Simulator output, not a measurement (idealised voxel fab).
process module | voxel quadruple lines
cross-section cut | 230 nm wide | cells 5 nm
A cross-section is a grid of square cells, given in bands from the top down. A band is one or more rows of cells.
Each band's line starts with the height of the band's top and of its bottom, in nm. Then come its materials from left to right, each with its width in nm. One material with "throughout" fills the band from edge to edge. "air" is empty space.
Height 0 is the level under which the wafer as received is all one material. The lowest band goes on downwards, as in "0 down".
A width such as "30 to 40" changes by the same amount from each row of cells to the next, from the band's top row to its bottom row.
"no change" after a step means that no cell of the cross-section changed.
closed voids: empty space of 8 cells or more with no open way to the top, each as width x height at its distance from the left edge, in nm
after a step's settings: what the simulator itself notes on the step
overlay nm, on a step with a mask: how far to the right of its planned place the mask lay; to the left if negative
plan
1 op RECEIVE | material Si
2 op CONFORMAL_DEP | material Al2O3 | thk nm 5
3 op DIRECTIONAL_DEP | material W | thk nm 10
4 op DIRECTIONAL_DEP | material polySi | thk nm 15
5 op DIRECTIONAL_DEP | material aC | thk nm 25
6 op PATTERN | tone cover | mask id MANDREL | material resist | width nm 25 | pitch nm 80 | thk nm 35 | overlay nm 0
7 op DIRECTIONAL_ETCH | etch materials aC | depth nm 25
8 op STRIP | etch materials resist
9 op CONFORMAL_DEP | material SiO2 | thk nm 15
10 op DIRECTIONAL_ETCH | etch materials SiO2 | depth nm 15
11 op STRIP | etch materials aC
12 op DIRECTIONAL_ETCH | etch materials polySi | depth nm 15
13 op STRIP | etch materials SiO2
14 op CONFORMAL_DEP | material SiN | thk nm 5
15 op DIRECTIONAL_ETCH | etch materials SiN | depth nm 5
16 op STRIP | etch materials polySi
17 op DIRECTIONAL_ETCH | etch materials W | depth nm 10
18 op STRIP | etch materials SiN
19 op FILL_DEP | material lowk | thk nm 5
20 op CMP | height nm 15
first wafer, as planned
as received, after step 1
  0 down: Si throughout
  closed voids: none
after step 2
  5 to 0: Al2O3 throughout
  below 0: unchanged
after step 3
  15 to 5: W throughout
  below 5: unchanged
after step 4
  30 to 15: polySi throughout
  below 15: unchanged
after step 5
  55 to 30: aC throughout
  below 30: unchanged
after step 6
  90 to 55: air 60 | resist 25 | air 55 | resist 25 | air 65
  below 55: unchanged
after step 7
  65 to 55: air 60 | resist 25 | air 55 | resist 25 | air 65
  55 to 30: air 60 | aC 25 | air 55 | aC 25 | air 65
  below 30: unchanged
after step 8
  55 to 30: air 60 | aC 25 | air 55 | aC 25 | air 65
  below 30: unchanged
after step 9
  70 to 55: air 45 | SiO2 55 | air 25 | SiO2 55 | air 50
  55 to 45: air 45 | SiO2 15 | aC 25 | SiO2 15 | air 25 | SiO2 15 | aC 25 | SiO2 15 | air 50
  45 to 30: SiO2 60 | aC 25 | SiO2 55 | aC 25 | SiO2 65
  below 30: unchanged
after step 10
  55 to 30: air 45 | SiO2 15 | aC 25 | SiO2 15 | air 25 | SiO2 15 | aC 25 | SiO2 15 | air 50
  below 30: unchanged
after step 11
  55 to 30: air 45 | SiO2 15 | air 25 | SiO2 15 | air 25 | SiO2 15 | air 25 | SiO2 15 | air 50
  below 30: unchanged
after step 12
  55 to 30: air 45 | SiO2 15 | air 25 | SiO2 15 | air 25 | SiO2 15 | air 25 | SiO2 15 | air 50
  30 to 15: air 45 | polySi 15 | air 25 | polySi 15 | air 25 | polySi 15 | air 25 | polySi 15 | air 50
  below 15: unchanged
after step 13
  30 to 15: air 45 | polySi 15 | air 25 | polySi 15 | air 25 | polySi 15 | air 25 | polySi 15 | air 50
  below 15: unchanged
after step 14
  35 to 30: air 40 | SiN 25 | air 15 | SiN 25 | air 15 | SiN 25 | air 15 | SiN 25 | air 45
  30 to 20: air 40 | SiN 5 | polySi 15 | SiN 5 | air 15 | SiN 5 | polySi 15 | SiN 5 | air 15 | SiN 5 | polySi 15 | SiN 5 | air 15 | SiN 5 | polySi 15 | SiN 5 | air 45
  20 to 15: SiN 45 | polySi 15 | SiN 25 | polySi 15 | SiN 25 | polySi 15 | SiN 25 | polySi 15 | SiN 50
  below 15: unchanged
after step 15
  30 to 15: air 40 | SiN 5 | polySi 15 | SiN 5 | air 15 | SiN 5 | polySi 15 | SiN 5 | air 15 | SiN 5 | polySi 15 | SiN 5 | air 15 | SiN 5 | polySi 15 | SiN 5 | air 45
  below 15: unchanged
after step 16
  30 to 15: air 40 | SiN 5 | air 15 | SiN 5 | air 15 | SiN 5 | air 15 | SiN 5 | air 15 | SiN 5 | air 15 | SiN 5 | air 15 | SiN 5 | air 15 | SiN 5 | air 45
  below 15: unchanged
after step 17
  30 to 15: air 40 | SiN 5 | air 15 | SiN 5 | air 15 | SiN 5 | air 15 | SiN 5 | air 15 | SiN 5 | air 15 | SiN 5 | air 15 | SiN 5 | air 15 | SiN 5 | air 45
  15 to 5: air 40 | W 5 | air 15 | W 5 | air 15 | W 5 | air 15 | W 5 | air 15 | W 5 | air 15 | W 5 | air 15 | W 5 | air 15 | W 5 | air 45
  below 5: unchanged
after step 18
  15 to 5: air 40 | W 5 | air 15 | W 5 | air 15 | W 5 | air 15 | W 5 | air 15 | W 5 | air 15 | W 5 | air 15 | W 5 | air 15 | W 5 | air 45
  below 5: unchanged
after step 19
  20 to 15: lowk throughout
  15 to 5: lowk 40 | W 5 | lowk 15 | W 5 | lowk 15 | W 5 | lowk 15 | W 5 | lowk 15 | W 5 | lowk 15 | W 5 | lowk 15 | W 5 | lowk 15 | W 5 | lowk 45
  below 5: unchanged
after step 20
  15 to 5: lowk 40 | W 5 | lowk 15 | W 5 | lowk 15 | W 5 | lowk 15 | W 5 | lowk 15 | W 5 | lowk 15 | W 5 | lowk 15 | W 5 | lowk 15 | W 5 | lowk 45
  below 5: unchanged
second wafer: like start, like plan, one mistake. Through step 19 it matches the first wafer
when step 20 should have ended
  10 to 5: lowk 40 | W 5 | lowk 15 | W 5 | lowk 15 | W 5 | lowk 15 | W 5 | lowk 15 | W 5 | lowk 15 | W 5 | lowk 15 | W 5 | lowk 15 | W 5 | lowk 45
  below 5: unchanged
what went wrong: step 20 ran as: op CMP | height nm 10
at the end the second wafer has, in cells: 8 fewer of W | 38 fewer of lowk
